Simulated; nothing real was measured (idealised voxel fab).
process module | voxel ribs on slabs
cross-section cut | 185 nm wide | cells 5 nm
A cross-section is a grid of square cells, given in bands from the top down. A band is one or more rows of cells.
Each band's line starts with the height of the band's top and of its bottom, in nm. Then come its materials from left to right, each with its width in nm. One material with "throughout" fills the band from edge to edge. "air" is empty space.
Height 0 is the level under which the wafer as received is all one material. The lowest band goes on downwards, as in "0 down".
A width such as "30 to 40" changes by the same amount from each row of cells to the next, from the band's top row to its bottom row.
"no change" after a step means that no cell of the cross-section changed.
closed voids: empty space of 8 cells or more with no open way to the top, each as width x height at its distance from the left edge, in nm
after a step's settings: what the simulator itself notes on the step
overlay nm, on a step with a mask: how far to the right of its planned place the mask lay; to the left if negative
plan
1 op RECEIVE | material Si
2 op DIRECTIONAL_DEP | material SiO2 | thk nm 30
3 op DIRECTIONAL_DEP | material polySi | thk nm 20
4 op MASKED_ETCH | tone cover | mask id RIB | width nm 20 | etch materials polySi | depth nm 5 | overlay nm 0
5 op DIRECTIONAL_DEP | material aC | thk nm 15
6 op PATTERN | tone cover | mask id SLAB | material resist | width nm 50 | thk nm 30 | overlay nm 0
7 op DIRECTIONAL_ETCH | etch materials aC | depth nm 15
8 op STRIP | etch materials resist
9 op DIRECTIONAL_ETCH | etch materials polySi | depth nm 15
10 op STRIP | etch materials aC
11 op FILL_DEP | material SiO2 | thk nm 20
12 op CMP | height nm 60
13 op DIRECTIONAL_DEP | material W | thk nm 5
14 op MASKED_ETCH | tone cover | mask id HEATER | width nm 30 | etch materials W | depth nm 5 | overlay nm 0
15 op CONFORMAL_DEP | material SiO2 | thk nm 5
first wafer, as planned
as received, after step 1
  0 down: Si throughout
  closed voids: none
after step 2
  30 to 0: SiO2 throughout
  below 0: unchanged
after step 3
  50 to 30: polySi throughout
  below 30: unchanged
after step 4
  50 to 45: air 80 | polySi 20 | air 85
  below 45: unchanged
after step 5
  65 to 60: air 80 | aC 20 | air 85
  60 to 50: aC throughout
  50 to 45: aC 80 | polySi 20 | aC 85
  below 45: unchanged
after step 6
  95 to 65: air 65 | resist 50 | air 70
  65 to 60: air 65 | resist 15 | aC 20 | resist 15 | air 70
  below 60: unchanged
after step 7
  80 to 65: air 65 | resist 50 | air 70
  65 to 60: air 65 | resist 15 | aC 20 | resist 15 | air 70
  60 to 50: air 65 | aC 50 | air 70
  50 to 45: air 65 | aC 15 | polySi 20 | aC 15 | air 70
  below 45: unchanged
after step 8
  65 to 60: air 80 | aC 20 | air 85
  below 60: unchanged
after step 9
  65 to 60: air 80 | aC 20 | air 85
  60 to 50: air 65 | aC 50 | air 70
  50 to 45: air 65 | aC 15 | polySi 20 | aC 15 | air 70
  45 to 30: air 65 | polySi 50 | air 70
  below 30: unchanged
after step 10
  50 to 45: air 80 | polySi 20 | air 85
  below 45: unchanged
after step 11
  70 to 50: SiO2 throughout
  50 to 45: SiO2 80 | polySi 20 | SiO2 85
  45 to 30: SiO2 65 | polySi 50 | SiO2 70
  below 30: unchanged
after step 12
  60 to 50: SiO2 throughout
  below 50: unchanged
after step 13
  65 to 60: W throughout
  below 60: unchanged
after step 14
  65 to 60: air 75 | W 30 | air 80
  below 60: unchanged
after step 15
  70 to 65: air 70 | SiO2 40 | air 75
  65 to 60: SiO2 75 | W 30 | SiO2 80
  below 60: unchanged
second wafer: like start, like plan, one mistake. Through step 14 it matches the first wafer
when step 15 should have ended: no change
what went wrong: step 15 was left out
at the end the second wafer has, in cells: 39 fewer of SiO2
